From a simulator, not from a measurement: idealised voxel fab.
Presented below is a process module, voxel transistor to metal.
Cross-section cut spans 190 nm and uses square cells 5 nm in size.
Throughout this document, each cross-section is represented as a grid of square cells and is presented as a sequence of bands enumerated from the top downward, where a band comprises one or more rows of cells.
What a band's entry tells you: where the top is and where the bottom is, as heights in nm, and after that what lies inside, material by material from left to right, each with its width in nm. Empty space is written as the word "blank", and a single material marked with the word "everywhere" occupies the band from edge to edge.
Heights from 0 (as-received wafer is one material below). Bottom band endless downward, as "0 down".
A width such as "30->40" changes by the same amount from each row of cells to the next, from the band's top row to its bottom row.
Take "nothing got changed" at face value: in the step it is given for, the cross-section changed in none of its cells.
Empty spaces counting at least 8 cells and having no open way to the top are listed in "Enclosed cavities". The notation width x height at distance is used for each, the distance being from the left edge and all three values in nm.
Step line, after settings: the simulator's comment on this step.
overlay nm: right-of-plan distance of the mask on a masked step; negative values mean left-of-plan.
Intended process steps
1 RECEIVE,material Si
2 OXIDIZE,depth nm 5
3 CONFORMAL_DEP,material SiN,thk nm 15
4 MASKED_ETCH,tone cover,mask id ACTIVE,width nm 135,etch materials SiN,depth nm 15,overlay nm 0
5 MASKED_ETCH,tone cover,mask id ACTIVE,width nm 135,etch materials SiO2,depth nm 5,overlay nm 0
6 MASKED_ETCH,tone cover,mask id ACTIVE,width nm 135,etch materials Si,depth nm 20,overlay nm 0
7 FILL_DEP,material SiO2,thk nm 10
8 CMP,height nm 15
9 SELECTIVE_ETCH,etch materials SiO2,depth nm 5
10 STRIP,etch materials SiN
11 SELECTIVE_ETCH,etch materials SiO2,depth nm 5
12 OXIDIZE,depth nm 5
13 DIRECTIONAL_DEP,material polySi,thk nm 30
14 DIRECTIONAL_DEP,material SiCN,thk nm 10
15 DIRECTIONAL_DEP,material aC,thk nm 15
16 PATTERN,tone cover,mask id GATE,material resist,width nm 35,thk nm 30,overlay nm 0
17 DIRECTIONAL_ETCH,etch materials aC,depth nm 15
18 STRIP,etch materials resist
19 DIRECTIONAL_ETCH,etch materials SiCN,depth nm 20
20 DIRECTIONAL_ETCH,etch materials polySi,depth nm 40
21 STRIP,etch materials aC
22 CONFORMAL_DEP,material SiN,thk nm 5
23 DIRECTIONAL_ETCH,etch materials SiN,depth nm 5
24 DIRECTIONAL_ETCH,etch materials SiO2,depth nm 5
25 DIRECTIONAL_ETCH,etch materials Si,depth nm 5
26 EPI,material nSi,thk nm 5
27 FILL_DEP,material SiO2,thk nm 10
28 CMP,height nm 25
29 STRIP,etch materials polySi
30 SELECTIVE_ETCH,etch materials SiO2,depth nm 5
31 CONFORMAL_DEP,material HfO2,thk nm 5
32 CONFORMAL_DEP,material TiN,thk nm 5
33 FILL_DEP,material W,thk nm 10
34 CMP,height nm 20
35 DIRECTIONAL_DEP,material SiO2,thk nm 15
36 MASKED_ETCH,tone open,mask id CONTACT,width nm 20,pitch nm 95,etch materials SiO2,depth nm 45,overlay nm 0
37 CONFORMAL_DEP,material TiN,thk nm 5
38 FILL_DEP,material W,thk nm 5
39 CMP,height nm 35
40 DIRECTIONAL_DEP,material TiN,thk nm 5
41 DIRECTIONAL_DEP,material W,thk nm 20
42 MASKED_ETCH,tone cover,mask id METAL_1,width nm 20,pitch nm 95,etch materials W,depth nm 20,overlay nm 0
43 MASKED_ETCH,tone cover,mask id METAL_1,width nm 20,pitch nm 95,etch materials TiN,depth nm 5,overlay nm 0
44 FILL_DEP,material lowk,thk nm 10
45 CMP,height nm 60
46 CONFORMAL_DEP,material SiCN,thk nm 5
Cross-section of the wafer at receipt, which is the condition after step 1
    0 down | Si everywhere
    Enclosed cavities: none
Look at the cross-section after the module: the wafer started out the way shown above and the plan was the one shown above, yet one mistake was made along the way
    65 to 60 | SiCN everywhere
    60 to 40 | lowk 35 nm  W 20 nm  lowk 75 nm  W 20 nm  lowk 40 nm
    40 to 35 | lowk 35 nm  TiN 20 nm  lowk 75 nm  TiN 20 nm  lowk 40 nm
    35 to 20 | SiO2 35 nm  TiN 5 nm  W 10 nm  TiN 5 nm  SiO2 75 nm  TiN 5 nm  W 10 nm  TiN 5 nm  SiO2 40 nm
    20 to 5 | SiO2 35 nm  TiN 5 nm  W 10 nm  TiN 5 nm  SiO2 15 nm  SiN 5 nm  HfO2 5 nm  TiN 5 nm  W 15 nm  TiN 5 nm  HfO2 5 nm  SiN 5 nm  SiO2 15 nm  TiN 5 nm  W 10 nm  TiN 5 nm  SiO2 40 nm
    5 to 0 | SiO2 25 nm  SiN 5 nm  SiO2 5 nm  TiN 5 nm  W 10 nm  TiN 5 nm  SiO2 15 nm  SiN 5 nm  HfO2 5 nm  TiN 5 nm  W 15 nm  TiN 5 nm  HfO2 5 nm  SiN 5 nm  SiO2 15 nm  TiN 5 nm  W 10 nm  TiN 5 nm  SiO2 10 nm  SiN 5 nm  SiO2 25 nm
    0 to -5 | SiO2 25 nm  SiN 5 nm  SiO2 5 nm  TiN 5 nm  W 10 nm  TiN 5 nm  SiO2 15 nm  SiN 5 nm  HfO2 5 nm  TiN 25 nm  HfO2 5 nm  SiN 5 nm  SiO2 15 nm  TiN 5 nm  W 10 nm  TiN 5 nm  SiO2 10 nm  SiN 5 nm  SiO2 25 nm
    -5 to -10 | SiO2 30 nm  nSi 5 nm  TiN 20 nm  SiO2 10 nm  nSi 5 nm  HfO2 45 nm  nSi 5 nm  SiO2 10 nm  TiN 20 nm  SiO2 40 nm
    -10 to -15 | SiO2 25 nm  Si 5 nm  nSi 40 nm  Si 45 nm  nSi 45 nm  SiO2 30 nm
    -15 to -25 | SiO2 25 nm  Si 135 nm  SiO2 30 nm
    -25 down | Si everywhere
    Enclosed cavities: none
What was done differently from what was planned? off-plan run, step 4, actual operation and settings MASKED_ETCH,tone cover,mask id ACTIVE,width nm 130,etch materials SiN,depth nm 15,overlay nm 0
